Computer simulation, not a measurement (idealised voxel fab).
You're looking at the process module voxel gate over fins.
Square cells of 5 nm make up the cross-section cut, whose width is 200 nm.
We lay out every cross-section as a grid of square cells and spell it out in bands from the top down, where one band means one or more rows of cells. Within each band entry, the heights of the top and of the bottom of the band appear first, in that order and in nm; the materials of the band then follow from left to right, each with its corresponding width in nm. The designation "throughout" on a single material indicates that it fills the band from edge to edge; the designation "blank" indicates empty space. It should be noted that heights are counted from 0, beneath which the wafer as supplied is of one material throughout, and that the lowest band possesses no lower boundary but continues downward, as written in "0..down". Width spec "30..40" -> top row of cells at first value, bottom row at second value, equal per-row change in between. When a step is marked "no change", none of the cells in the cross-section changed during that step. "Closed void listing" means: voids of 8 cells or more that are shut off from the top with no open way through. Written width x height at distance, distance from the left edge, in nm. Heads up: the bit after the settings on a step's line is the simulator's remark on that step. overlay nm: mask offset rightward from planned place, masked step; negative means leftward offset.

Planned step list for the process:
| 1 | RECEIVE (material Si) |
| 2 | CONFORMAL_DEP (material SiN; thk nm 10) |
| 3 | PATTERN (tone cover; mask id FINS; material resist; width nm 15; pitch nm 35; thk nm 15; overlay nm 0) |
| 4 | DIRECTIONAL_ETCH (etch materials SiN; depth nm 10) |
| 5 | DIRECTIONAL_ETCH (etch materials Si; depth nm 40) |
| 6 | STRIP (etch materials resist) |
| 7 | OXIDIZE (depth nm 5) |
| 8 | FILL_DEP (material SiO2; thk nm 5) |
| 9 | CMP (height nm 10) |
| 10 | SELECTIVE_ETCH (etch materials SiO2; depth nm 20) |
| 11 | STRIP (etch materials SiN) |
| 12 | CONFORMAL_DEP (material HfO2; thk nm 5) |
| 13 | CONFORMAL_DEP (material TiN; thk nm 5) |
| 14 | FILL_DEP (material W; thk nm 15) |
| 15 | CMP (height nm 20) |
| 16 | CONFORMAL_DEP (material SiCN; thk nm 10) |

Incoming wafer in cross-section (state: after step 1):
  0..down = Si throughout
  Closed void listing: none

This is how the wafer looks in cross-section once the module is done, given the starting state and plan above and one mistake in carrying the plan out:
  30..20 = SiCN throughout
  20..10 = W throughout
  10..5 = W (60), TiN (25), W (10), TiN (25), W (80)
  5..0 = W (60), TiN (5), HfO2 (15), TiN (5), W (10), TiN (5), HfO2 (15), TiN (5), W (80)
  0..-5 = TiN (65), HfO2 (5), Si (5), HfO2 (5), TiN (20), HfO2 (5), Si (5), HfO2 (5), TiN (85)
  -5..-10 = HfO2 (70), Si (5), HfO2 (30), Si (5), HfO2 (90)
  -10..-45 = SiO2 (70), Si (5), SiO2 (30), Si (5), SiO2 (90)
  -45..down = Si throughout
  Closed void listing: none
Nonconformance to the process plan: step 3 deviated from plan and actually ran as PATTERN (tone cover; mask id FINS; material resist; width nm 15; pitch nm 35; thk nm 15; overlay nm -10)
